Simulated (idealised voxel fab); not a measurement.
The following is a process module called voxel released beams.
We display cut, a cross-section 290 nm in width whose square cells are each 5 nm.
Cross-section format: a grid of square cells, given as bands from top to bottom; each band is one or more rows of cells.
This entry defines a band. It first specifies the height of the band's top and the height of its bottom in nm, and then specifies the band's materials from left to right, stating each material with its width in nm. The word "throughout" identifies a single material that fills the band from edge to edge, while the word "blank" identifies empty space.
It should be noted that heights are counted from 0, beneath which the wafer as supplied is of one material throughout, and that the lowest band possesses no lower boundary but continues downward, as written in "0 -> down".
Graded width ("30..40"): value in top row of band = first number; value in bottom row = second number; row-to-row change constant.
"no modification" after a step means that no cell of the cross-section changed.
The entry "Non-vented voids" lists the empty spaces that cover at least 8 cells and have no open path to the top. Each is written as width x height at distance, where the distance is measured from the left edge and all three values are in nm.
Step line, after settings: the simulator's comment on this step.
The optional step-line setting "overlay nm" applies to steps with a mask and quantifies how far to the right of its planned location the mask lay, a negative value indicating leftward placement.
List of planned process steps
1,RECEIVE, material Si
2,CONFORMAL_DEP, material SiN, thk nm 10
3,DIRECTIONAL_DEP, material SiO2, thk nm 10
4,PATTERN, tone open, mask id ANCHOR, material resist, width nm 25, thk nm 15, overlay nm 0
5,DIRECTIONAL_ETCH, etch materials SiO2, depth nm 5
6,STRIP, etch materials resist
7,CONFORMAL_DEP, material W, thk nm 10
8,PATTERN, tone cover, mask id BEAM, material resist, width nm 75, thk nm 15, overlay nm 0
9,DIRECTIONAL_ETCH, etch materials W, depth nm 10
10,STRIP, etch materials resist
11,STRIP, etch materials SiO2
Wafers differ in depth nm at step 5; plan lists the first wafer's value; identical starting state.
The first of several wafers in cross-section, exactly as it reached us after step 1
- 0 -> down = Si throughout
- Non-vented voids: none
Take a look at the first of several wafers in cross-section: the module is done, and step 11 was its last step
- 10 -> 0 = SiN throughout
- 0 -> down = Si throughout
- Non-vented voids: none
Last wafer, end of module, cross-section
- 30 -> 20 = blank 105 / W 15 / blank 5 / W 55 / blank 110
- 20 -> 10 = blank 110 / W 25 / blank 155
- 10 -> 0 = SiN throughout
- 0 -> down = Si throughout
- Non-vented voids: none
Row per wafer, end-of-module: cell gain (+)/loss (-) by material since the wafer came in, then closed voids
depth nm 5; +116 SiN; Non-vented voids: none
depth nm 10; +116 SiN; +38 W; Non-vented voids: none
depth nm 15; +116 SiN; +38 W; Non-vented voids: none
depth nm 20; +116 SiN; +38 W; Non-vented voids: none
depth nm 25; +116 SiN; +38 W; Non-vented voids: none
